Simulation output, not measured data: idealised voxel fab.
process module | voxel capacitor over wiring
cross-section cut | 225 nm wide | cells 5 nm
A cross-section is a grid of square cells, given in bands from the top down. A band is one or more rows of cells.
Each band's line starts with the height of the band's top and of its bottom, in nm. Then come its materials from left to right, each with its width in nm. One material with "throughout" fills the band from edge to edge. "air" is empty space.
Height 0 is the level under which the wafer as received is all one material. The lowest band goes on downwards, as in "0 down".
A width such as "30 to 40" changes by the same amount from each row of cells to the next, from the band's top row to its bottom row.
"no change" after a step means that no cell of the cross-section changed.
closed voids: empty space of 8 cells or more with no open way to the top, each as width x height at its distance from the left edge, in nm
after a step's settings: what the simulator itself notes on the step
overlay nm, on a step with a mask: how far to the right of its planned place the mask lay; to the left if negative
plan
1 op RECEIVE | material Si
2 op CONFORMAL_DEP | material SiO2 | thk nm 15
3 op DIRECTIONAL_DEP | material TiN | thk nm 5
4 op DIRECTIONAL_DEP | material W | thk nm 15
5 op DIRECTIONAL_DEP | material aC | thk nm 10
6 op PATTERN | tone cover | mask id METAL_1 | material resist | width nm 30 | pitch nm 95 | thk nm 30 | overlay nm 0
7 op DIRECTIONAL_ETCH | etch materials aC | depth nm 10
8 op STRIP | etch materials resist
9 op DIRECTIONAL_ETCH | etch materials W | depth nm 15
10 op DIRECTIONAL_ETCH | etch materials TiN | depth nm 5
11 op STRIP | etch materials aC
12 op CONFORMAL_DEP | material SiN | thk nm 5
13 op FILL_DEP | material lowk | thk nm 10
14 op CMP | height nm 35
15 op CONFORMAL_DEP | material SiCN | thk nm 5
16 op DIRECTIONAL_DEP | material SiO2 | thk nm 20
17 op PATTERN | tone open | mask id PLUG_1 | material resist | width nm 15 | thk nm 20 | overlay nm 0
18 op DIRECTIONAL_ETCH | etch materials SiO2 | depth nm 20
19 op DIRECTIONAL_ETCH | etch materials SiCN | depth nm 5
20 op STRIP | etch materials resist
21 op EPI | material Ru | thk nm 10
22 op EPI | material Ru | thk nm 10
23 op EPI | material Ru | thk nm 5
24 op DIRECTIONAL_DEP | material TiN | thk nm 5
25 op DIRECTIONAL_DEP | material Al2O3 | thk nm 5
26 op DIRECTIONAL_DEP | material TiN | thk nm 10
27 op PATTERN | tone cover | mask id UPPER_PLATE | material resist | width nm 70 | thk nm 20 | overlay nm 0
28 op DIRECTIONAL_ETCH | etch materials TiN | depth nm 10
29 op DIRECTIONAL_ETCH | etch materials Al2O3 | depth nm 5
30 op STRIP | etch materials resist
31 op PATTERN | tone cover | mask id LOWER_PLATE | material resist | width nm 80 | thk nm 15 | overlay nm 0
32 op DIRECTIONAL_ETCH | etch materials TiN | depth nm 5
33 op STRIP | etch materials resist
34 op FILL_DEP | material SiO2 | thk nm 20
35 op CMP | height nm 95
36 op MASKED_ETCH | tone open | mask id PLUG_2 | width nm 15 | etch materials SiO2 | depth nm 15 | overlay nm 0
37 op CONFORMAL_DEP | material TiN | thk nm 5
38 op FILL_DEP | material W | thk nm 10
39 op CMP | height nm 95
40 op CONFORMAL_DEP | material SiCN | thk nm 5
as received, after step 1
  0 down: Si throughout
  closed voids: none
a wafer at the end: this start, this plan, one mistake
  100 to 95: SiCN throughout
  95 to 85: SiO2 75 | TiN 5 | W 5 | TiN 5 | SiO2 135
  85 to 80: SiO2 75 | TiN 15 | SiO2 135
  80 to 70: SiO2 65 | TiN 70 | SiO2 90
  70 to 65: SiO2 65 | Al2O3 70 | SiO2 90
  65 to 60: SiO2 60 | TiN 80 | SiO2 85
  60 to 40: SiO2 65 | Ru 15 | SiO2 145
  40 to 35: SiCN 65 | Ru 15 | SiCN 145
  35 to 25: lowk 45 | SiN 5 | W 30 | SiN 5 | lowk 55 | SiN 5 | W 30 | SiN 5 | lowk 45
  25 to 20: SiN 50 | W 30 | SiN 65 | W 30 | SiN 50
  20 to 5: SiO2 throughout
  5 to 0: TiN throughout
  0 down: Si throughout
  closed voids: none
what went wrong: steps 2 and 3 were swapped
